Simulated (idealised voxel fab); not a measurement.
This section sets out a process module, namely voxel capacitor over wiring.
This is section cut - it's 140 nm across, gridded in 5 nm square cells.
Bands, listed from the top down, are how a cross-section gets written in this document; the cross-section itself is a grid of square cells, and a band is one or more rows of them.
Top, bottom (nm), then materials left to right with widths (nm); lone material tagged "throughout" fills the whole band edge to edge; "blank" = empty space.
Heights are reckoned from 0. Under this level, the received wafer is all of one material. The bottommost band is open-ended downward, for example "0 -> down".
The two numbers in a width such as "30 to 40" mark its ends across the band: the first belongs to the top row of cells, the second to the bottom row, and from each row to the next the width moves by the same amount.
What does "nothing got changed" mean for a step? It means no cell of the cross-section changed in that step.
In "Catalogued sealed voids" the enclosed voids are listed, meaning empty spaces of 8 cells or larger without any opening to the top. The form is width x height at distance, distance from the left edge, units nm.
Heads up: the bit after the settings on a step's line is the simulator's remark on that step.
A step's line can hold "overlay nm"; with a mask on that step, the setting says how far right of the planned place the mask lay, while a negative setting says it lay to the left.

List of planned process steps
1 RECEIVE: material Si
2 CONFORMAL_DEP: material SiO2, thk nm 15
3 DIRECTIONAL_DEP: material TiN, thk nm 5
4 DIRECTIONAL_DEP: material Ru, thk nm 15
5 PATTERN: tone cover, mask id METAL_1, material resist, width nm 25, pitch nm 85, thk nm 15, overlay nm 0
6 DIRECTIONAL_ETCH: etch materials Ru, depth nm 15
7 DIRECTIONAL_ETCH: etch materials TiN, depth nm 5
8 STRIP: etch materials resist
9 FILL_DEP: material lowk, thk nm 10
10 CMP: height nm 35
11 CONFORMAL_DEP: material SiCN, thk nm 5
12 DIRECTIONAL_DEP: material lowk, thk nm 20
13 PATTERN: tone open, mask id PLUG_1, material resist, width nm 15, thk nm 15, overlay nm 0
14 DIRECTIONAL_ETCH: etch materials lowk, depth nm 20
15 DIRECTIONAL_ETCH: etch materials SiCN, depth nm 5
16 STRIP: etch materials resist
17 EPI: material Ru, thk nm 10
18 EPI: material Ru, thk nm 10
19 EPI: material Ru, thk nm 5
20 DIRECTIONAL_DEP: material TiN, thk nm 10
21 DIRECTIONAL_DEP: material SiN, thk nm 5
22 DIRECTIONAL_DEP: material TiN, thk nm 5
23 MASKED_ETCH: tone cover, mask id UPPER_PLATE, width nm 65, etch materials TiN, depth nm 5, overlay nm 0
24 MASKED_ETCH: tone cover, mask id UPPER_PLATE, width nm 65, etch materials SiN, depth nm 5, overlay nm 0
25 MASKED_ETCH: tone cover, mask id LOWER_PLATE, width nm 75, etch materials TiN, depth nm 10, overlay nm 0
26 FILL_DEP: material SiO2, thk nm 15
27 CMP: height nm 90
28 MASKED_ETCH: tone open, mask id PLUG_2, width nm 15, etch materials SiO2, depth nm 10, overlay nm 0
29 CONFORMAL_DEP: material TiN, thk nm 5
30 FILL_DEP: material Ru, thk nm 10
31 CMP: height nm 90
32 CONFORMAL_DEP: material SiCN, thk nm 5

Cross-sectional view of the wafer in its as-received condition, corresponding to the state after step 1
    0 -> down: Si throughout
    Catalogued sealed voids: none

First of two wafers: cross-section at end of module, run per plan
    95 -> 90: SiCN throughout
    90 -> 85: 35 SiO2 | 5 TiN | 5 Ru | 5 TiN | 90 SiO2
    85 -> 75: 35 to 25 SiO2 | 15 to 65 TiN | 90 to 50 SiO2
    75 -> 70: 25 SiO2 | 65 SiN | 50 SiO2
    70 -> 60: 20 SiO2 | 75 TiN | 45 SiO2
    60 -> 40: 25 lowk | 15 Ru | 100 lowk
    40 -> 35: 25 SiCN | 15 Ru | 100 SiCN
    35 -> 20: 15 lowk | 25 Ru | 60 lowk | 25 Ru | 15 lowk
    20 -> 15: 15 lowk | 25 TiN | 60 lowk | 25 TiN | 15 lowk
    15 -> 0: SiO2 throughout
    0 -> down: Si throughout
    Catalogued sealed voids: none

second wafer at the end: like start, like plan, one mistake
    95 -> 90: SiCN throughout
    90 -> 85: 35 SiO2 | 5 TiN | 5 Ru | 5 TiN | 90 SiO2
    85 -> 75: 35 to 40 SiO2 | 15 to 50 TiN | 90 to 50 SiO2
    75 -> 70: 40 SiO2 | 50 SiN | 50 SiO2
    70 -> 65: 20 SiO2 | 75 TiN | 45 SiO2
    65 -> 60: 20 SiO2 | 5 TiN | 15 SiN | 55 TiN | 45 SiO2
    60 -> 50: 25 lowk | 15 TiN | 100 lowk
    50 -> 40: 25 lowk | 15 Ru | 100 lowk
    40 -> 35: 25 SiCN | 15 Ru | 100 SiCN
    35 -> 20: 15 lowk | 25 Ru | 60 lowk | 25 Ru | 15 lowk
    20 -> 15: 15 lowk | 25 TiN | 60 lowk | 25 TiN | 15 lowk
    15 -> 0: SiO2 throughout
    0 -> down: Si throughout
    Catalogued sealed voids: none
Deviation from plan: with steps 17 and 18 being identical, the one that was left out cannot be pinpointed
Final difference in cells, second wafer against first, listed per material as more or fewer: 6 fewer of Ru; 6 more of SiO2
